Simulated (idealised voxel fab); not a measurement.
The process module presented herein is designated voxel capacitor over wiring.
Section cut is 290 nm wide and gridded with 5 nm square cells.
A cross-section is a grid of square cells, given in bands from the top down. A band is one or more rows of cells.
A band entry consists of two parts. The first gives the height of the band's top and the height of its bottom, in nm. The rest lists the band's materials from left to right, each with its width in nm. A single material labelled with the word "full width" fills the band from edge to edge, and the word "empty" marks empty space.
It should be noted that heights are counted from 0, beneath which the wafer as supplied is of one material throughout, and that the lowest band possesses no lower boundary but continues downward, as written in "0 down".
Width "30->40": first value at the band's top row of cells, second value at its bottom row, equal change from row to row.
Given "changes: none" for a step, no cell of the cross-section differs between before and after that step.
The list in "Voids, sealed" covers empty spaces of 8 cells or more that cannot reach the top through any open way, and it gives each as width x height at distance; the distance is from the left edge, and width, height and distance are in nm.
Whatever follows a step's settings on its line is a remark the simulator itself makes about that step.
overlay nm: on a step with a mask, how far right of its planned place the mask lay; negative means left.
**Below is the list of planned process steps**
- 1: RECEIVE: material Si
- 2: CONFORMAL_DEP: material SiO2, thk nm 15
- 3: DIRECTIONAL_DEP: material TiN, thk nm 5
- 4: DIRECTIONAL_DEP: material W, thk nm 25
- 5: DIRECTIONAL_DEP: material aC, thk nm 15
- 6: PATTERN: tone cover, mask id METAL_1, material resist, width nm 20, pitch nm 90, thk nm 30, overlay nm 0
- 7: DIRECTIONAL_ETCH: etch materials aC, depth nm 15
- 8: STRIP: etch materials resist
- 9: DIRECTIONAL_ETCH: etch materials W, depth nm 25
- 10: DIRECTIONAL_ETCH: etch materials TiN, depth nm 5
- 11: STRIP: etch materials aC
- 12: FILL_DEP: material SiO2, thk nm 5
- 13: CMP: height nm 45
- 14: CONFORMAL_DEP: material SiCN, thk nm 5
- 15: DIRECTIONAL_DEP: material lowk, thk nm 20
- 16: MASKED_ETCH: tone open, mask id PLUG_1, width nm 15, etch materials lowk, depth nm 20, overlay nm 0
- 17: MASKED_ETCH: tone open, mask id PLUG_1, width nm 15, etch materials SiCN, depth nm 5, overlay nm 0
- 18: CONFORMAL_DEP: material TiN, thk nm 5
- 19: FILL_DEP: material W, thk nm 10
- 20: CMP: height nm 70
- 21: DIRECTIONAL_DEP: material TiN, thk nm 10
- 22: DIRECTIONAL_DEP: material Al2O3, thk nm 5
- 23: DIRECTIONAL_DEP: material TiN, thk nm 10
- 24: DIRECTIONAL_DEP: material aC, thk nm 15
- 25: PATTERN: tone cover, mask id UPPER_PLATE, material resist, width nm 65, thk nm 35, overlay nm 0
- 26: DIRECTIONAL_ETCH: etch materials aC, depth nm 15
- 27: STRIP: etch materials resist
- 28: DIRECTIONAL_ETCH: etch materials TiN, depth nm 10
- 29: DIRECTIONAL_ETCH: etch materials Al2O3, depth nm 5
- 30: STRIP: etch materials aC
- 31: PATTERN: tone cover, mask id LOWER_PLATE, material resist, width nm 75, thk nm 15, overlay nm 0
- 32: DIRECTIONAL_ETCH: etch materials TiN, depth nm 10
- 33: STRIP: etch materials resist
- 34: FILL_DEP: material SiO2, thk nm 15
- 35: CMP: height nm 105
- 36: MASKED_ETCH: tone open, mask id PLUG_2, width nm 15, etch materials SiO2, depth nm 10, overlay nm 0
- 37: CONFORMAL_DEP: material TiN, thk nm 5
- 38: FILL_DEP: material Cu, thk nm 5
- 39: CMP: height nm 105
- 40: CONFORMAL_DEP: material SiCN, thk nm 5
The wafers are alike at the start. At step 6, their width nm differs. The plan lists the first wafer's value.
**Step 1 complete: as-received cross-section of the first of several wafers**
> 0 down = Si full width
> Voids, sealed: none
**Quick look at the cross-section of the first of several wafers after step 40, which wraps up the module**
> 110 to 105 = SiCN full width
> 105 to 100 = SiO2 110; TiN 5; Cu 5; TiN 5; SiO2 165
> 100 to 95 = SiO2 110; TiN 15; SiO2 165
> 95 to 85 = SiO2 100; TiN 65; SiO2 125
> 85 to 80 = SiO2 100; Al2O3 65; SiO2 125
> 80 to 70 = SiO2 95; TiN 75; SiO2 120
> 70 to 50 = lowk 100; TiN 5; W 5; TiN 5; lowk 175
> 50 to 45 = SiCN 100; TiN 15; SiCN 175
> 45 to 20 = SiO2 90; W 20; SiO2 70; W 20; SiO2 90
> 20 to 15 = SiO2 90; TiN 20; SiO2 70; TiN 20; SiO2 90
> 15 to 0 = SiO2 full width
> 0 down = Si full width
> Voids, sealed: none
**The last wafer as seen in cross-section at the end of the module**
> 110 to 105 = SiCN full width
> 105 to 100 = SiO2 110; TiN 5; Cu 5; TiN 5; SiO2 165
> 100 to 95 = SiO2 110; TiN 15; SiO2 165
> 95 to 85 = SiO2 100; TiN 65; SiO2 125
> 85 to 80 = SiO2 100; Al2O3 65; SiO2 125
> 80 to 70 = SiO2 95; TiN 75; SiO2 120
> 70 to 50 = lowk 100; TiN 5; W 5; TiN 5; lowk 175
> 50 to 45 = SiCN 100; TiN 15; SiCN 175
> 45 to 20 = SiO2 80; W 45; SiO2 45; W 45; SiO2 75
> 20 to 15 = SiO2 80; TiN 45; SiO2 45; TiN 45; SiO2 75
> 15 to 0 = SiO2 full width
> 0 down = Si full width
> Voids, sealed: none
**Below is a per-wafer table. In it, each row describes the wafer at the end of the module by giving, for each material, the number of cells gained (+) or lost (-) since the wafer was received, and after that the closed voids of the wafer**
width nm 20; +13 Al2O3; +1 Cu; +113 SiCN; +805 SiO2; +80 TiN; +44 W; +220 lowk; Voids, sealed: none
width nm 25; +13 Al2O3; +1 Cu; +113 SiCN; +793 SiO2; +82 TiN; +54 W; +220 lowk; Voids, sealed: none
width nm 30; +13 Al2O3; +1 Cu; +113 SiCN; +781 SiO2; +84 TiN; +64 W; +220 lowk; Voids, sealed: none
width nm 35; +13 Al2O3; +1 Cu; +113 SiCN; +769 SiO2; +86 TiN; +74 W; +220 lowk; Voids, sealed: none
width nm 40; +13 Al2O3; +1 Cu; +113 SiCN; +757 SiO2; +88 TiN; +84 W; +220 lowk; Voids, sealed: none
width nm 45; +13 Al2O3; +1 Cu; +113 SiCN; +745 SiO2; +90 TiN; +94 W; +220 lowk; Voids, sealed: none
